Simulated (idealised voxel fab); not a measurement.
process module | voxel self aligned contacts
200 nm wide, 5 nm square cells: that's cross-section cut.
In what follows, cross-sections appear as grids of square cells, described through bands that run from the top down, where every band is one or more rows of cells.
Band: top and bottom heights (nm) first, top before bottom; then materials from left to right, widths in nm. "throughout" marks a sole material filling the band edge to edge. "blank" denotes empty space.
Convention: height 0 is the level below which the wafer, as received, is all one material. The lowest band does not terminate at the bottom but continues downward, represented as "0 -> down".
Per-row width for "30 to 40": begins at first number (top row of band), ends at second number (bottom row), increment between rows held constant.
"no modification" -> step changed no cross-section cell.
You'll see "Enclosed cavities" listing empty spaces that have no way open to the top, as long as they're 8 cells or more; the notation is width x height at distance, where the distance is from the left edge, and all of it is in nm.
Read whatever lies past the settings on a step's line as the simulator's own remark about the step.
Each step line may optionally specify "overlay nm", which for a step with a mask gives the rightward distance between the mask's planned place and where it lay, a negative value indicating the leftward direction.

[These are the steps we planned for the process]
1. RECEIVE | material Si
2. OXIDIZE | depth nm 5
3. DIRECTIONAL_DEP | material polySi | thk nm 25
4. DIRECTIONAL_DEP | material SiN | thk nm 20
5. DIRECTIONAL_DEP | material aC | thk nm 10
6. PATTERN | tone cover | mask id GATE | material resist | width nm 30 | pitch nm 65 | thk nm 30 | overlay nm 0
7. DIRECTIONAL_ETCH | etch materials aC | depth nm 10
8. STRIP | etch materials resist
9. DIRECTIONAL_ETCH | etch materials SiN | depth nm 20
10. DIRECTIONAL_ETCH | etch materials polySi | depth nm 25
11. STRIP | etch materials aC
12. CONFORMAL_DEP | material SiN | thk nm 10
13. DIRECTIONAL_ETCH | etch materials SiN | depth nm 10
14. FILL_DEP | material SiO2 | thk nm 15
15. CMP | height nm 55
16. DIRECTIONAL_DEP | material aC | thk nm 15
17. PATTERN | tone open | mask id CONTACT | material resist | width nm 45 | thk nm 30 | overlay nm 0
18. DIRECTIONAL_ETCH | etch materials aC | depth nm 15
19. STRIP | etch materials resist
20. DIRECTIONAL_ETCH | etch materials SiO2 | depth nm 60
21. STRIP | etch materials aC
22. CONFORMAL_DEP | material TiN | thk nm 5
23. FILL_DEP | material Ru | thk nm 5
24. CMP | height nm 55
25. CONFORMAL_DEP | material SiCN | thk nm 5

[Cross-section, incoming material, after step 1]
  0 -> down: Si throughout
  Enclosed cavities: none

[The cross-section shown corresponds to the wafer at the conclusion of the module. The initial structure and the process plan are those presented above; however, one mistake occurred in executing the plan]
  60 -> 55: SiCN throughout
  55 -> 45: 75 nm SiO2 | 5 to 20 nm TiN | 35 to 5 nm Ru | 5 to 20 nm TiN | 80 nm SiO2
  45 -> 25: 40 nm SiO2 | 50 nm SiN | 5 nm TiN | 5 nm Ru | 5 nm TiN | 50 nm SiN | 45 nm SiO2
  25 -> 5: 40 nm SiO2 | 10 nm SiN | 30 nm polySi | 10 nm SiN | 5 nm TiN | 5 nm Ru | 5 nm TiN | 10 nm SiN | 30 nm polySi | 10 nm SiN | 45 nm SiO2
  5 -> 0: 40 nm SiO2 | 10 nm SiN | 30 nm polySi | 10 nm SiN | 15 nm TiN | 10 nm SiN | 30 nm polySi | 10 nm SiN | 45 nm SiO2
  0 -> down: Si throughout
  Enclosed cavities: none
Misprocessing identified: step 2 of the plan was jumped over and never run
